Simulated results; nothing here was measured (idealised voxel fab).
Title: Process Module voxel self aligned contacts
Cross-section cut: width 250 nm, square cells of 5 nm.
The cross-sections in this document take the form of a grid made of square cells. They are written out as bands, in order from top to bottom. Each band consists of one or more rows of cells.
Each band's line starts with the height of the band's top and of its bottom, in nm. Then come its materials from left to right, each with its width in nm. One material with "full width" fills the band from edge to edge. "empty" is empty space.
Beneath 0, the wafer as received is one material, and that level is where height counting begins. The lowest band goes on downward without a bottom; it is written like "top 0, no bottom".
You'd read "30->40" like this: the band's top row of cells is as wide as the first number, its bottom row is as wide as the second, and going down, every row changes width by the same amount as the row before did.
It should be understood that the words "nothing changed", when stated for a given step, signify that the cross-section underwent no change in any of its cells during that step.
Closed-off voids of 8+ cells (no open route to the top) go in "Closed cavities", written width x height at distance from the left edge, in nm.
Text after the settings on a step's line: the simulator's own remark on that step.
overlay nm: right-of-plan distance of the mask on a masked step; negative values mean left-of-plan.
Process steps foreseen in the plan:
step 1: op RECEIVE | material Si
step 2: op OXIDIZE | depth nm 5
step 3: op DIRECTIONAL_DEP | material polySi | thk nm 20
step 4: op DIRECTIONAL_DEP | material SiN | thk nm 20
step 5: op MASKED_ETCH | tone cover | mask id GATE | width nm 35 | pitch nm 60 | etch materials SiN | depth nm 20 | overlay nm 0
step 6: op MASKED_ETCH | tone cover | mask id GATE | width nm 35 | pitch nm 60 | etch materials polySi | depth nm 20 | overlay nm 0
step 7: op CONFORMAL_DEP | material SiN | thk nm 5
step 8: op DIRECTIONAL_ETCH | etch materials SiN | depth nm 5
step 9: op FILL_DEP | material SiO2 | thk nm 20
step 10: op CMP | height nm 50
step 11: op PATTERN | tone open | mask id CONTACT | material resist | width nm 45 | thk nm 15 | overlay nm 0
step 12: op DIRECTIONAL_ETCH | etch materials SiO2 | depth nm 55
step 13: op STRIP | etch materials resist
step 14: op CONFORMAL_DEP | material TiN | thk nm 5
step 15: op FILL_DEP | material Ru | thk nm 5
step 16: op CMP | height nm 50
step 17: op CONFORMAL_DEP | material SiN | thk nm 5
Cross-section, incoming material, after step 1:
    top 0, no bottom = Si full width
    Closed cavities: none
Run as planned - first of the two wafers cross-sectioned at the end of the module:
    top 55, bottom 50 = SiN full width
    top 50, bottom 40 = SiO2=100 / TiN=5->20 / Ru=35->5 / TiN=5->20 / SiO2=105
    top 40, bottom 20 = SiO2=70 / SiN=45 / TiN=5 / Ru=5 / TiN=5 / SiN=45 / SiO2=75
    top 20, bottom 0 = SiO2=70 / SiN=5 / polySi=35 / SiN=5 / TiN=5 / Ru=5 / TiN=5 / SiN=5 / polySi=35 / SiN=5 / SiO2=75
    top 0, bottom -5 = SiO2=115 / TiN=15 / SiO2=120
    top -5, no bottom = Si full width
    Closed cavities: none
Second of two wafers, module complete, sectioned: it shares the first wafer's start and plan but was run with one mistake:
    top 55, bottom 50 = SiN full width
    top 50, bottom 40 = SiO2=100 / TiN=5->20 / Ru=35->5 / TiN=5->20 / SiO2=105
    top 40, bottom 20 = SiO2=70 / SiN=45 / TiN=5 / Ru=5 / TiN=5 / SiN=45 / SiO2=75
    top 20, bottom 15 = SiO2=115 / TiN=15 / SiO2=120
    top 15, bottom 0 = polySi full width
    top 0, no bottom = Si full width
    Closed cavities: none
Run error: so 2 and 3 got swapped relative to the plan, each ran where the other was supposed to
FYI, end of process, the second wafer has more or fewer cells of some materials than the first: 4 fewer of Ru | 50 more of Si | 16 fewer of SiN | 116 fewer of SiO2 | 8 fewer of TiN | 94 more of polySi
